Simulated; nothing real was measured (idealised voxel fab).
process module | voxel self aligned vias
cross-section cut | 220 nm wide | cells 5 nm
A cross-section is a grid of square cells, given in bands from the top down. A band is one or more rows of cells.
Each band's line starts with the height of the band's top and of its bottom, in nm. Then come its materials from left to right, each with its width in nm. One material with "throughout" fills the band from edge to edge. "air" is empty space.
Height 0 is the level under which the wafer as received is all one material. The lowest band goes on downwards, as in "0 down".
A width such as "30 to 40" changes by the same amount from each row of cells to the next, from the band's top row to its bottom row.
"no change" after a step means that no cell of the cross-section changed.
closed voids: empty space of 8 cells or more with no open way to the top, each as width x height at its distance from the left edge, in nm
after a step's settings: what the simulator itself notes on the step
overlay nm, on a step with a mask: how far to the right of its planned place the mask lay; to the left if negative
plan
1 op RECEIVE | material Si
2 op CONFORMAL_DEP | material SiO2 | thk nm 15
3 op CONFORMAL_DEP | material SiCN | thk nm 5
4 op DIRECTIONAL_DEP | material lowk | thk nm 30
5 op DIRECTIONAL_DEP | material aC | thk nm 15
6 op PATTERN | tone open | mask id LINES | material resist | width nm 20 | pitch nm 65 | thk nm 35 | overlay nm 0
7 op DIRECTIONAL_ETCH | etch materials aC | depth nm 15
8 op STRIP | etch materials resist
9 op DIRECTIONAL_ETCH | etch materials lowk | depth nm 30
10 op STRIP | etch materials aC
11 op CONFORMAL_DEP | material TiN | thk nm 5
12 op FILL_DEP | material W | thk nm 5
13 op CMP | height nm 50
14 op SELECTIVE_ETCH | etch materials W Ru TiN | depth nm 5
15 op FILL_DEP | material SiN | thk nm 5
16 op CMP | height nm 50
17 op DIRECTIONAL_DEP | material lowk | thk nm 15
18 op MASKED_ETCH | tone open | mask id VIAS | width nm 40 | pitch nm 65 | etch materials lowk | depth nm 15 | overlay nm 0
19 op MASKED_ETCH | tone open | mask id VIAS | width nm 40 | pitch nm 65 | etch materials SiN | depth nm 5 | overlay nm 0
20 op CONFORMAL_DEP | material TiN | thk nm 5
21 op FILL_DEP | material Cu | thk nm 5
22 op CMP | height nm 65
23 op CONFORMAL_DEP | material SiN | thk nm 5
as received, after step 1
  0 down: Si throughout
  closed voids: none
a wafer at the end: this start, this plan, one mistake
  70 to 65: SiN throughout
  65 to 55: lowk 60 | TiN 5 | Cu 30 | TiN 5 | lowk 25 | TiN 5 | Cu 30 | TiN 5 | lowk 55
  55 to 50: lowk 60 | TiN 10 | Cu 10 | TiN 20 | lowk 25 | TiN 10 | Cu 10 | TiN 20 | lowk 55
  50 to 45: lowk 65 | TiN 20 | lowk 45 | TiN 20 | lowk 70
  45 to 25: lowk 65 | TiN 5 | W 10 | TiN 5 | lowk 45 | TiN 5 | W 10 | TiN 5 | lowk 70
  25 to 20: lowk 65 | TiN 20 | lowk 45 | TiN 20 | lowk 70
  20 to 15: SiCN throughout
  15 to 0: SiO2 throughout
  0 down: Si throughout
  closed voids: none
what went wrong: step 18 ran as: op MASKED_ETCH | tone open | mask id VIAS | width nm 40 | pitch nm 65 | etch materials lowk | depth nm 15 | overlay nm 5
